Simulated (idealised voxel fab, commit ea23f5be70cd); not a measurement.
process module | voxel transistor to metal
cross-section cut | 215 nm wide | cells 5 nm
A cross-section is a grid of square cells, given in bands from the top down. A band is one or more rows of cells.
Each band's line starts with the height of the band's top and of its bottom, in nm. Then come its materials from left to right, each with its width in nm. One material with "throughout" fills the band from edge to edge. "air" is empty space.
Height 0 is the level under which the wafer as received is all one material. The lowest band goes on downwards, as in "0 down".
A width such as "30 to 40" changes by the same amount from each row of cells to the next, from the band's top row to its bottom row.
"no change" after a step means that no cell of the cross-section changed.
closed voids: empty space of 8 cells or more with no open way to the top, each as width x height at its distance from the left edge, in nm
after a step's settings: what the simulator itself notes on the step
overlay nm, on a step with a mask: how far to the right of its planned place the mask lay; to the left if negative
plan
1 op RECEIVE | material Si
2 op OXIDIZE | depth nm 5
3 op CONFORMAL_DEP | material SiN | thk nm 15
4 op MASKED_ETCH | tone cover | mask id ACTIVE | width nm 105 | etch materials SiN | depth nm 15 | overlay nm 0
5 op MASKED_ETCH | tone cover | mask id ACTIVE | width nm 105 | etch materials SiO2 | depth nm 5 | overlay nm 0
6 op MASKED_ETCH | tone cover | mask id ACTIVE | width nm 105 | etch materials Si | depth nm 25 | overlay nm 0
7 op OXIDIZE | depth nm 5
8 op FILL_DEP | material SiO2 | thk nm 15
9 op CMP | height nm 15
10 op SELECTIVE_ETCH | etch materials SiO2 | depth nm 10
11 op STRIP | etch materials SiN
12 op SELECTIVE_ETCH | etch materials SiO2 | depth nm 5
13 op OXIDIZE | depth nm 5
14 op DIRECTIONAL_DEP | material polySi | thk nm 25
15 op DIRECTIONAL_DEP | material SiCN | thk nm 10
16 op PATTERN | tone cover | mask id GATE | material resist | width nm 15 | thk nm 15 | overlay nm 0
17 op DIRECTIONAL_ETCH | etch materials SiCN | depth nm 20
18 op DIRECTIONAL_ETCH | etch materials polySi | depth nm 35
19 op STRIP | etch materials resist
20 op CONFORMAL_DEP | material SiO2 | thk nm 5
21 op DIRECTIONAL_ETCH | etch materials SiO2 | depth nm 5
22 op CONFORMAL_DEP | material SiN | thk nm 10
23 op DIRECTIONAL_ETCH | etch materials SiN | depth nm 10
24 op DIRECTIONAL_ETCH | etch materials SiO2 | depth nm 5
25 op DIRECTIONAL_ETCH | etch materials Si | depth nm 5
26 op EPI | material nSi | thk nm 10
27 op FILL_DEP | material SiO2 | thk nm 10
28 op CMP | height nm 30
29 op DIRECTIONAL_DEP | material SiO2 | thk nm 10
30 op MASKED_ETCH | tone open | mask id CONTACT | width nm 20 | pitch nm 75 | etch materials SiO2 | depth nm 40 | overlay nm 0
31 op CONFORMAL_DEP | material TiN | thk nm 5
32 op FILL_DEP | material W | thk nm 10
33 op CMP | height nm 40
34 op DIRECTIONAL_DEP | material TiN | thk nm 5
35 op DIRECTIONAL_DEP | material W | thk nm 15
36 op MASKED_ETCH | tone cover | mask id METAL_1 | width nm 20 | pitch nm 75 | etch materials W | depth nm 15 | overlay nm 0
37 op MASKED_ETCH | tone cover | mask id METAL_1 | width nm 20 | pitch nm 75 | etch materials TiN | depth nm 5 | overlay nm 0
38 op CONFORMAL_DEP | material SiN | thk nm 5
39 op FILL_DEP | material lowk | thk nm 10
40 op CMP | height nm 60
41 op CONFORMAL_DEP | material SiCN | thk nm 5
42 op DIRECTIONAL_DEP | material SiO2 | thk nm 35
43 op PATTERN | tone open | mask id METAL_2_HOLES | material resist | width nm 15 | pitch nm 75 | thk nm 20 | overlay nm 0
44 op DIRECTIONAL_ETCH | etch materials SiO2 | depth nm 35
45 op STRIP | etch materials resist
46 op DIRECTIONAL_DEP | material aC | thk nm 15
47 op PATTERN | tone open | mask id METAL_2 | material resist | width nm 20 | pitch nm 75 | thk nm 30 | overlay nm 0
48 op DIRECTIONAL_ETCH | etch materials aC | depth nm 15
49 op STRIP | etch materials resist
50 op DIRECTIONAL_ETCH | etch materials SiO2 | depth nm 20
51 op DIRECTIONAL_ETCH | etch materials SiCN | depth nm 5
52 op STRIP | etch materials aC
53 op CONFORMAL_DEP | material TiN | thk nm 5
54 op FILL_DEP | material Ru | thk nm 10
55 op CMP | height nm 100
56 op CONFORMAL_DEP | material SiN | thk nm 5
first wafer, as planned
as received, after step 1
  0 down: Si throughout
  closed voids: none
after step 2
  0 to -5: SiO2 throughout
  below -5: unchanged
after step 3
  15 to 0: SiN throughout
  below 0: unchanged
after step 4
  15 to 0: air 55 | SiN 105 | air 55
  below 0: unchanged
after step 5
  15 to 0: air 55 | SiN 105 | air 55
  0 to -5: air 55 | SiO2 105 | air 55
  below -5: unchanged
after step 6
  15 to 0: air 55 | SiN 105 | air 55
  0 to -5: air 55 | SiO2 105 | air 55
  -5 to -30: air 55 | Si 105 | air 55
  below -30: unchanged
after step 7
  15 to 0: air 55 | SiN 105 | air 55
  0 to -5: air 55 | SiO2 105 | air 55
  -5 to -30: air 55 | SiO2 5 | Si 95 | SiO2 5 | air 55
  -30 to -35: SiO2 60 | Si 95 | SiO2 60
  below -35: unchanged
after step 8
  30 to 15: SiO2 throughout
  15 to 0: SiO2 55 | SiN 105 | SiO2 55
  0 to -5: SiO2 throughout
  -5 to -35: SiO2 60 | Si 95 | SiO2 60
  below -35: unchanged
after step 9
  15 to 0: SiO2 55 | SiN 105 | SiO2 55
  below 0: unchanged
after step 10
  15 to 5: air 55 | SiN 105 | air 55
  below 5: unchanged
after step 11
  5 to 0: SiO2 55 | air 105 | SiO2 55
  below 0: unchanged
after step 12
  0 to -5: SiO2 50 | air 115 | SiO2 50
  below -5: unchanged
after step 13
  0 to -5: SiO2 50 | air 115 | SiO2 50
  -5 to -10: SiO2 throughout
  below -10: unchanged
after step 14
  25 to 20: polySi 50 | air 115 | polySi 50
  20 to 0: polySi throughout
  0 to -5: SiO2 50 | polySi 115 | SiO2 50
  below -5: unchanged
after step 15
  35 to 30: SiCN 50 | air 115 | SiCN 50
  30 to 25: SiCN throughout
  25 to 20: polySi 50 | SiCN 115 | polySi 50
  below 20: unchanged
after step 16
  50 to 35: air 100 | resist 15 | air 100
  35 to 30: SiCN 50 | air 50 | resist 15 | air 50 | SiCN 50
  below 30: unchanged
after step 17
  50 to 30: air 100 | resist 15 | air 100
  30 to 25: air 100 | SiCN 15 | air 100
  25 to 20: polySi 50 | air 50 | SiCN 15 | air 50 | polySi 50
  below 20: unchanged
after step 18
  50 to 30: air 100 | resist 15 | air 100
  30 to 20: air 100 | SiCN 15 | air 100
  20 to 0: air 100 | polySi 15 | air 100
  0 to -5: SiO2 50 | air 50 | polySi 15 | air 50 | SiO2 50
  below -5: unchanged
after step 19
  30 to 20: air 100 | SiCN 15 | air 100
  below 20: unchanged
after step 20
  35 to 30: air 95 | SiO2 25 | air 95
  30 to 20: air 95 | SiO2 5 | SiCN 15 | SiO2 5 | air 95
  20 to 5: air 95 | SiO2 5 | polySi 15 | SiO2 5 | air 95
  5 to 0: SiO2 55 | air 40 | SiO2 5 | polySi 15 | SiO2 5 | air 40 | SiO2 55
  0 to -5: SiO2 100 | polySi 15 | SiO2 100
  below -5: unchanged
after step 21
  30 to 20: air 95 | SiO2 5 | SiCN 15 | SiO2 5 | air 95
  20 to 0: air 95 | SiO2 5 | polySi 15 | SiO2 5 | air 95
  0 to -5: SiO2 55 | air 40 | SiO2 5 | polySi 15 | SiO2 5 | air 40 | SiO2 55
  below -5: unchanged
after step 22
  40 to 30: air 85 | SiN 45 | air 85
  30 to 20: air 85 | SiN 10 | SiO2 5 | SiCN 15 | SiO2 5 | SiN 10 | air 85
  20 to 10: air 85 | SiN 10 | SiO2 5 | polySi 15 | SiO2 5 | SiN 10 | air 85
  10 to 5: SiN 65 | air 20 | SiN 10 | SiO2 5 | polySi 15 | SiO2 5 | SiN 10 | air 20 | SiN 65
  5 to 0: SiN 95 | SiO2 5 | polySi 15 | SiO2 5 | SiN 95
  0 to -5: SiO2 55 | SiN 40 | SiO2 5 | polySi 15 | SiO2 5 | SiN 40 | SiO2 55
  below -5: unchanged
after step 23
  30 to 20: air 85 | SiN 10 | SiO2 5 | SiCN 15 | SiO2 5 | SiN 10 | air 85
  20 to 0: air 85 | SiN 10 | SiO2 5 | polySi 15 | SiO2 5 | SiN 10 | air 85
  0 to -5: SiO2 55 | SiN 10 | air 20 | SiN 10 | SiO2 5 | polySi 15 | SiO2 5 | SiN 10 | air 20 | SiN 10 | SiO2 55
  below -5: unchanged
after step 24
  30 to 25: air 85 | SiN 10 | air 5 | SiCN 15 | air 5 | SiN 10 | air 85
  25 to 20: air 85 | SiN 10 | SiO2 5 | SiCN 15 | SiO2 5 | SiN 10 | air 85
  20 to 0: air 85 | SiN 10 | SiO2 5 | polySi 15 | SiO2 5 | SiN 10 | air 85
  0 to -5: air 55 | SiN 10 | air 20 | SiN 10 | SiO2 5 | polySi 15 | SiO2 5 | SiN 10 | air 20 | SiN 10 | air 55
  -5 to -10: SiO2 65 | air 20 | SiO2 45 | air 20 | SiO2 65
  below -10: unchanged
after step 25
  30 to 25: air 85 | SiN 10 | air 5 | SiCN 15 | air 5 | SiN 10 | air 85
  25 to 20: air 85 | SiN 10 | SiO2 5 | SiCN 15 | SiO2 5 | SiN 10 | air 85
  20 to 0: air 85 | SiN 10 | SiO2 5 | polySi 15 | SiO2 5 | SiN 10 | air 85
  0 to -5: air 55 | SiN 10 | air 20 | SiN 10 | SiO2 5 | polySi 15 | SiO2 5 | SiN 10 | air 20 | SiN 10 | air 55
  -5 to -10: SiO2 65 | air 20 | SiO2 45 | air 20 | SiO2 65
  -10 to -15: SiO2 60 | Si 5 | air 20 | Si 45 | air 20 | Si 5 | SiO2 60
  below -15: unchanged
after step 26
  30 to 25: air 85 | SiN 10 | air 5 | SiCN 15 | air 5 | SiN 10 | air 85
  25 to 20: air 85 | SiN 10 | SiO2 5 | SiCN 15 | SiO2 5 | SiN 10 | air 85
  20 to 0: air 85 | SiN 10 | SiO2 5 | polySi 15 | SiO2 5 | SiN 10 | air 85
  0 to -5: air 55 | SiN 10 | nSi 20 | SiN 10 | SiO2 5 | polySi 15 | SiO2 5 | SiN 10 | nSi 20 | SiN 10 | air 55
  -5 to -10: SiO2 65 | nSi 20 | SiO2 45 | nSi 20 | SiO2 65
  -10 to -15: SiO2 60 | Si 5 | nSi 20 | Si 45 | nSi 20 | Si 5 | SiO2 60
  below -15: unchanged
after step 27
  40 to 30: SiO2 throughout
  30 to 20: SiO2 85 | SiN 10 | SiO2 5 | SiCN 15 | SiO2 5 | SiN 10 | SiO2 85
  20 to 0: SiO2 85 | SiN 10 | SiO2 5 | polySi 15 | SiO2 5 | SiN 10 | SiO2 85
  0 to -5: SiO2 55 | SiN 10 | nSi 20 | SiN 10 | SiO2 5 | polySi 15 | SiO2 5 | SiN 10 | nSi 20 | SiN 10 | SiO2 55
  below -5: unchanged
after step 28
  30 to 20: SiO2 85 | SiN 10 | SiO2 5 | SiCN 15 | SiO2 5 | SiN 10 | SiO2 85
  below 20: unchanged
after step 29
  40 to 30: SiO2 throughout
  below 30: unchanged
after step 30
  40 to 30: SiO2 60 | air 20 | SiO2 55 | air 20 | SiO2 60
  30 to 20: SiO2 60 | air 20 | SiO2 5 | SiN 10 | SiO2 5 | SiCN 15 | SiO2 5 | SiN 10 | SiO2 5 | air 20 | SiO2 60
  20 to 0: SiO2 60 | air 20 | SiO2 5 | SiN 10 | SiO2 5 | polySi 15 | SiO2 5 | SiN 10 | SiO2 5 | air 20 | SiO2 60
  below 0: unchanged
after step 31
  45 to 40: TiN 65 | air 10 | TiN 65 | air 10 | TiN 65
  40 to 30: SiO2 60 | TiN 5 | air 10 | TiN 5 | SiO2 55 | TiN 5 | air 10 | TiN 5 | SiO2 60
  30 to 20: SiO2 60 | TiN 5 | air 10 | TiN 5 | SiO2 5 | SiN 10 | SiO2 5 | SiCN 15 | SiO2 5 | SiN 10 | SiO2 5 | TiN 5 | air 10 | TiN 5 | SiO2 60
  20 to 5: SiO2 60 | TiN 5 | air 10 | TiN 5 | SiO2 5 | SiN 10 | SiO2 5 | polySi 15 | SiO2 5 | SiN 10 | SiO2 5 | TiN 5 | air 10 | TiN 5 | SiO2 60
  5 to 0: SiO2 60 | TiN 20 | SiO2 5 | SiN 10 | SiO2 5 | polySi 15 | SiO2 5 | SiN 10 | SiO2 5 | TiN 20 | SiO2 60
  below 0: unchanged
after step 32
  55 to 45: W throughout
  45 to 40: TiN 65 | W 10 | TiN 65 | W 10 | TiN 65
  40 to 30: SiO2 60 | TiN 5 | W 10 | TiN 5 | SiO2 55 | TiN 5 | W 10 | TiN 5 | SiO2 60
  30 to 20: SiO2 60 | TiN 5 | W 10 | TiN 5 | SiO2 5 | SiN 10 | SiO2 5 | SiCN 15 | SiO2 5 | SiN 10 | SiO2 5 | TiN 5 | W 10 | TiN 5 | SiO2 60
  20 to 5: SiO2 60 | TiN 5 | W 10 | TiN 5 | SiO2 5 | SiN 10 | SiO2 5 | polySi 15 | SiO2 5 | SiN 10 | SiO2 5 | TiN 5 | W 10 | TiN 5 | SiO2 60
  below 5: unchanged
after step 33
  40 to 30: SiO2 60 | TiN 5 | W 10 | TiN 5 | SiO2 55 | TiN 5 | W 10 | TiN 5 | SiO2 60
  below 30: unchanged
after step 34
  45 to 40: TiN throughout
  below 40: unchanged
after step 35
  60 to 45: W throughout
  below 45: unchanged
after step 36
  60 to 45: air 60 | W 20 | air 55 | W 20 | air 60
  below 45: unchanged
after step 37
  60 to 45: air 60 | W 20 | air 55 | W 20 | air 60
  45 to 40: air 60 | TiN 20 | air 55 | TiN 20 | air 60
  below 40: unchanged
after step 38
  65 to 60: air 55 | SiN 30 | air 45 | SiN 30 | air 55
  60 to 45: air 55 | SiN 5 | W 20 | SiN 5 | air 45 | SiN 5 | W 20 | SiN 5 | air 55
  45 to 40: SiN 60 | TiN 20 | SiN 55 | TiN 20 | SiN 60
  below 40: unchanged
after step 39
  75 to 65: lowk throughout
  65 to 60: lowk 55 | SiN 30 | lowk 45 | SiN 30 | lowk 55
  60 to 45: lowk 55 | SiN 5 | W 20 | SiN 5 | lowk 45 | SiN 5 | W 20 | SiN 5 | lowk 55
  below 45: unchanged
after step 40
  60 to 45: lowk 55 | SiN 5 | W 20 | SiN 5 | lowk 45 | SiN 5 | W 20 | SiN 5 | lowk 55
  below 45: unchanged
after step 41
  65 to 60: SiCN throughout
  below 60: unchanged
after step 42
  100 to 65: SiO2 throughout
  below 65: unchanged
after step 43
  120 to 100: resist 60 | air 15 | resist 60 | air 15 | resist 65
  below 100: unchanged
after step 44
  120 to 100: resist 60 | air 15 | resist 60 | air 15 | resist 65
  100 to 65: SiO2 60 | air 15 | SiO2 60 | air 15 | SiO2 65
  below 65: unchanged
after step 45
  100 to 65: SiO2 60 | air 15 | SiO2 60 | air 15 | SiO2 65
  below 65: unchanged
after step 46
  115 to 100: aC 60 | air 15 | aC 60 | air 15 | aC 65
  100 to 80: SiO2 60 | air 15 | SiO2 60 | air 15 | SiO2 65
  80 to 65: SiO2 60 | aC 15 | SiO2 60 | aC 15 | SiO2 65
  below 65: unchanged
after step 47
  145 to 115: resist 60 | air 20 | resist 55 | air 20 | resist 60
  below 115: unchanged
after step 48
  130 to 115: resist 60 | air 20 | resist 55 | air 20 | resist 60
  115 to 100: aC 60 | air 20 | aC 55 | air 20 | aC 60
  100 to 65: SiO2 60 | air 15 | SiO2 60 | air 15 | SiO2 65
  below 65: unchanged
after step 49
  115 to 100: aC 60 | air 20 | aC 55 | air 20 | aC 60
  below 100: unchanged
after step 50
  115 to 100: aC 60 | air 20 | aC 55 | air 20 | aC 60
  100 to 80: SiO2 60 | air 20 | SiO2 55 | air 20 | SiO2 60
  below 80: unchanged
after step 51
  115 to 100: aC 60 | air 20 | aC 55 | air 20 | aC 60
  100 to 80: SiO2 60 | air 20 | SiO2 55 | air 20 | SiO2 60
  80 to 65: SiO2 60 | air 15 | SiO2 60 | air 15 | SiO2 65
  65 to 60: SiCN 60 | air 15 | SiCN 60 | air 15 | SiCN 65
  below 60: unchanged
after step 52
  100 to 80: SiO2 60 | air 20 | SiO2 55 | air 20 | SiO2 60
  below 80: unchanged
after step 53
  105 to 100: TiN 65 | air 10 | TiN 65 | air 10 | TiN 65
  100 to 85: SiO2 60 | TiN 5 | air 10 | TiN 5 | SiO2 55 | TiN 5 | air 10 | TiN 5 | SiO2 60
  85 to 80: SiO2 60 | TiN 5 | air 5 | TiN 10 | SiO2 55 | TiN 5 | air 5 | TiN 10 | SiO2 60
  80 to 65: SiO2 60 | TiN 5 | air 5 | TiN 5 | SiO2 60 | TiN 5 | air 5 | TiN 5 | SiO2 65
  65 to 60: SiCN 60 | TiN 15 | SiCN 60 | TiN 15 | SiCN 65
  below 60: unchanged
after step 54
  115 to 105: Ru throughout
  105 to 100: TiN 65 | Ru 10 | TiN 65 | Ru 10 | TiN 65
  100 to 85: SiO2 60 | TiN 5 | Ru 10 | TiN 5 | SiO2 55 | TiN 5 | Ru 10 | TiN 5 | SiO2 60
  85 to 80: SiO2 60 | TiN 5 | Ru 5 | TiN 10 | SiO2 55 | TiN 5 | Ru 5 | TiN 10 | SiO2 60
  80 to 65: SiO2 60 | TiN 5 | Ru 5 | TiN 5 | SiO2 60 | TiN 5 | Ru 5 | TiN 5 | SiO2 65
  below 65: unchanged
after step 55
  100 to 85: SiO2 60 | TiN 5 | Ru 10 | TiN 5 | SiO2 55 | TiN 5 | Ru 10 | TiN 5 | SiO2 60
  below 85: unchanged
after step 56
  105 to 100: SiN throughout
  below 100: unchanged
second wafer: like start, like plan, one mistake. Through step 19 it matches the first wafer
when step 20 should have ended: no change
when step 21 should have ended
  30 to 20: air 100 | SiCN 15 | air 100
  20 to -5: air 100 | polySi 15 | air 100
  -5 to -10: SiO2 50 | air 50 | SiO2 15 | air 50 | SiO2 50
  below -10: unchanged
when step 22 should have ended
  40 to 30: air 90 | SiN 35 | air 90
  30 to 20: air 90 | SiN 10 | SiCN 15 | SiN 10 | air 90
  20 to 5: air 90 | SiN 10 | polySi 15 | SiN 10 | air 90
  5 to 0: SiN 60 | air 30 | SiN 10 | polySi 15 | SiN 10 | air 30 | SiN 60
  0 to -5: SiN 100 | polySi 15 | SiN 100
  -5 to -10: SiO2 50 | SiN 50 | SiO2 15 | SiN 50 | SiO2 50
  below -10: unchanged
when step 23 should have ended
  30 to 20: air 90 | SiN 10 | SiCN 15 | SiN 10 | air 90
  20 to -5: air 90 | SiN 10 | polySi 15 | SiN 10 | air 90
  -5 to -10: SiO2 50 | SiN 10 | air 30 | SiN 10 | SiO2 15 | SiN 10 | air 30 | SiN 10 | SiO2 50
  below -10: unchanged
when step 24 should have ended
  30 to 20: air 90 | SiN 10 | SiCN 15 | SiN 10 | air 90
  20 to -5: air 90 | SiN 10 | polySi 15 | SiN 10 | air 90
  -5 to -10: air 50 | SiN 10 | air 30 | SiN 10 | SiO2 15 | SiN 10 | air 30 | SiN 10 | air 50
  below -10: unchanged
when step 25 should have ended
  30 to 20: air 90 | SiN 10 | SiCN 15 | SiN 10 | air 90
  20 to -5: air 90 | SiN 10 | polySi 15 | SiN 10 | air 90
  -5 to -10: air 50 | SiN 10 | air 30 | SiN 10 | SiO2 15 | SiN 10 | air 30 | SiN 10 | air 50
  -10 to -15: SiO2 60 | air 30 | Si 35 | air 30 | SiO2 60
  below -15: unchanged
when step 26 should have ended
  30 to 20: air 90 | SiN 10 | SiCN 15 | SiN 10 | air 90
  20 to 0: air 90 | SiN 10 | polySi 15 | SiN 10 | air 90
  0 to -5: air 80 | nSi 10 | SiN 10 | polySi 15 | SiN 10 | nSi 10 | air 80
  -5 to -10: air 50 | SiN 10 | nSi 30 | SiN 10 | SiO2 15 | SiN 10 | nSi 30 | SiN 10 | air 50
  -10 to -15: SiO2 60 | nSi 30 | Si 35 | nSi 30 | SiO2 60
  below -15: unchanged
when step 27 should have ended
  40 to 30: SiO2 throughout
  30 to 20: SiO2 90 | SiN 10 | SiCN 15 | SiN 10 | SiO2 90
  20 to 0: SiO2 90 | SiN 10 | polySi 15 | SiN 10 | SiO2 90
  0 to -5: SiO2 80 | nSi 10 | SiN 10 | polySi 15 | SiN 10 | nSi 10 | SiO2 80
  -5 to -10: SiO2 50 | SiN 10 | nSi 30 | SiN 10 | SiO2 15 | SiN 10 | nSi 30 | SiN 10 | SiO2 50
  below -10: unchanged
when step 28 should have ended
  30 to 20: SiO2 90 | SiN 10 | SiCN 15 | SiN 10 | SiO2 90
  below 20: unchanged
when step 29 should have ended
  40 to 30: SiO2 throughout
  below 30: unchanged
when step 30 should have ended
  40 to 30: SiO2 60 | air 20 | SiO2 55 | air 20 | SiO2 60
  30 to 20: SiO2 60 | air 20 | SiO2 10 | SiN 10 | SiCN 15 | SiN 10 | SiO2 10 | air 20 | SiO2 60
  20 to 0: SiO2 60 | air 20 | SiO2 10 | SiN 10 | polySi 15 | SiN 10 | SiO2 10 | air 20 | SiO2 60
  below 0: unchanged
when step 31 should have ended
  45 to 40: TiN 65 | air 10 | TiN 65 | air 10 | TiN 65
  40 to 30: SiO2 60 | TiN 5 | air 10 | TiN 5 | SiO2 55 | TiN 5 | air 10 | TiN 5 | SiO2 60
  30 to 20: SiO2 60 | TiN 5 | air 10 | TiN 5 | SiO2 10 | SiN 10 | SiCN 15 | SiN 10 | SiO2 10 | TiN 5 | air 10 | TiN 5 | SiO2 60
  20 to 5: SiO2 60 | TiN 5 | air 10 | TiN 5 | SiO2 10 | SiN 10 | polySi 15 | SiN 10 | SiO2 10 | TiN 5 | air 10 | TiN 5 | SiO2 60
  5 to 0: SiO2 60 | TiN 20 | SiO2 10 | SiN 10 | polySi 15 | SiN 10 | SiO2 10 | TiN 20 | SiO2 60
  below 0: unchanged
when step 32 should have ended
  55 to 45: W throughout
  45 to 40: TiN 65 | W 10 | TiN 65 | W 10 | TiN 65
  40 to 30: SiO2 60 | TiN 5 | W 10 | TiN 5 | SiO2 55 | TiN 5 | W 10 | TiN 5 | SiO2 60
  30 to 20: SiO2 60 | TiN 5 | W 10 | TiN 5 | SiO2 10 | SiN 10 | SiCN 15 | SiN 10 | SiO2 10 | TiN 5 | W 10 | TiN 5 | SiO2 60
  20 to 5: SiO2 60 | TiN 5 | W 10 | TiN 5 | SiO2 10 | SiN 10 | polySi 15 | SiN 10 | SiO2 10 | TiN 5 | W 10 | TiN 5 | SiO2 60
  below 5: unchanged
when step 33 should have ended
  40 to 30: SiO2 60 | TiN 5 | W 10 | TiN 5 | SiO2 55 | TiN 5 | W 10 | TiN 5 | SiO2 60
  below 30: unchanged
when step 34 should have ended
  45 to 40: TiN throughout
  below 40: unchanged
when step 35 should have ended
  60 to 45: W throughout
  below 45: unchanged
when step 36 should have ended
  60 to 45: air 60 | W 20 | air 55 | W 20 | air 60
  below 45: unchanged
when step 37 should have ended
  60 to 45: air 60 | W 20 | air 55 | W 20 | air 60
  45 to 40: air 60 | TiN 20 | air 55 | TiN 20 | air 60
  below 40: unchanged
when step 38 should have ended
  65 to 60: air 55 | SiN 30 | air 45 | SiN 30 | air 55
  60 to 45: air 55 | SiN 5 | W 20 | SiN 5 | air 45 | SiN 5 | W 20 | SiN 5 | air 55
  45 to 40: SiN 60 | TiN 20 | SiN 55 | TiN 20 | SiN 60
  below 40: unchanged
when step 39 should have ended
  75 to 65: lowk throughout
  65 to 60: lowk 55 | SiN 30 | lowk 45 | SiN 30 | lowk 55
  60 to 45: lowk 55 | SiN 5 | W 20 | SiN 5 | lowk 45 | SiN 5 | W 20 | SiN 5 | lowk 55
  below 45: unchanged
when step 40 should have ended
  60 to 45: lowk 55 | SiN 5 | W 20 | SiN 5 | lowk 45 | SiN 5 | W 20 | SiN 5 | lowk 55
  below 45: unchanged
when step 41 should have ended
  65 to 60: SiCN throughout
  below 60: unchanged
when step 42 should have ended
  100 to 65: SiO2 throughout
  below 65: unchanged
when step 43 should have ended
  120 to 100: resist 60 | air 15 | resist 60 | air 15 | resist 65
  below 100: unchanged
when step 44 should have ended
  120 to 100: resist 60 | air 15 | resist 60 | air 15 | resist 65
  100 to 65: SiO2 60 | air 15 | SiO2 60 | air 15 | SiO2 65
  below 65: unchanged
when step 45 should have ended
  100 to 65: SiO2 60 | air 15 | SiO2 60 | air 15 | SiO2 65
  below 65: unchanged
when step 46 should have ended
  115 to 100: aC 60 | air 15 | aC 60 | air 15 | aC 65
  100 to 80: SiO2 60 | air 15 | SiO2 60 | air 15 | SiO2 65
  80 to 65: SiO2 60 | aC 15 | SiO2 60 | aC 15 | SiO2 65
  below 65: unchanged
when step 47 should have ended
  145 to 115: resist 60 | air 20 | resist 55 | air 20 | resist 60
  below 115: unchanged
when step 48 should have ended
  130 to 115: resist 60 | air 20 | resist 55 | air 20 | resist 60
  115 to 100: aC 60 | air 20 | aC 55 | air 20 | aC 60
  100 to 65: SiO2 60 | air 15 | SiO2 60 | air 15 | SiO2 65
  below 65: unchanged
when step 49 should have ended
  115 to 100: aC 60 | air 20 | aC 55 | air 20 | aC 60
  below 100: unchanged
when step 50 should have ended
  115 to 100: aC 60 | air 20 | aC 55 | air 20 | aC 60
  100 to 80: SiO2 60 | air 20 | SiO2 55 | air 20 | SiO2 60
  below 80: unchanged
when step 51 should have ended
  115 to 100: aC 60 | air 20 | aC 55 | air 20 | aC 60
  100 to 80: SiO2 60 | air 20 | SiO2 55 | air 20 | SiO2 60
  80 to 65: SiO2 60 | air 15 | SiO2 60 | air 15 | SiO2 65
  65 to 60: SiCN 60 | air 15 | SiCN 60 | air 15 | SiCN 65
  below 60: unchanged
when step 52 should have ended
  100 to 80: SiO2 60 | air 20 | SiO2 55 | air 20 | SiO2 60
  below 80: unchanged
when step 53 should have ended
  105 to 100: TiN 65 | air 10 | TiN 65 | air 10 | TiN 65
  100 to 85: SiO2 60 | TiN 5 | air 10 | TiN 5 | SiO2 55 | TiN 5 | air 10 | TiN 5 | SiO2 60
  85 to 80: SiO2 60 | TiN 5 | air 5 | TiN 10 | SiO2 55 | TiN 5 | air 5 | TiN 10 | SiO2 60
  80 to 65: SiO2 60 | TiN 5 | air 5 | TiN 5 | SiO2 60 | TiN 5 | air 5 | TiN 5 | SiO2 65
  65 to 60: SiCN 60 | TiN 15 | SiCN 60 | TiN 15 | SiCN 65
  below 60: unchanged
when step 54 should have ended
  115 to 105: Ru throughout
  105 to 100: TiN 65 | Ru 10 | TiN 65 | Ru 10 | TiN 65
  100 to 85: SiO2 60 | TiN 5 | Ru 10 | TiN 5 | SiO2 55 | TiN 5 | Ru 10 | TiN 5 | SiO2 60
  85 to 80: SiO2 60 | TiN 5 | Ru 5 | TiN 10 | SiO2 55 | TiN 5 | Ru 5 | TiN 10 | SiO2 60
  80 to 65: SiO2 60 | TiN 5 | Ru 5 | TiN 5 | SiO2 60 | TiN 5 | Ru 5 | TiN 5 | SiO2 65
  below 65: unchanged
when step 55 should have ended
  100 to 85: SiO2 60 | TiN 5 | Ru 10 | TiN 5 | SiO2 55 | TiN 5 | Ru 10 | TiN 5 | SiO2 60
  below 85: unchanged
when step 56 should have ended
  105 to 100: SiN throughout
  below 100: unchanged
what went wrong: step 20 was left out
at the end the second wafer has, in cells: 4 fewer of Si | 4 more of SiN | 4 fewer of SiO2 | 4 more of nSi
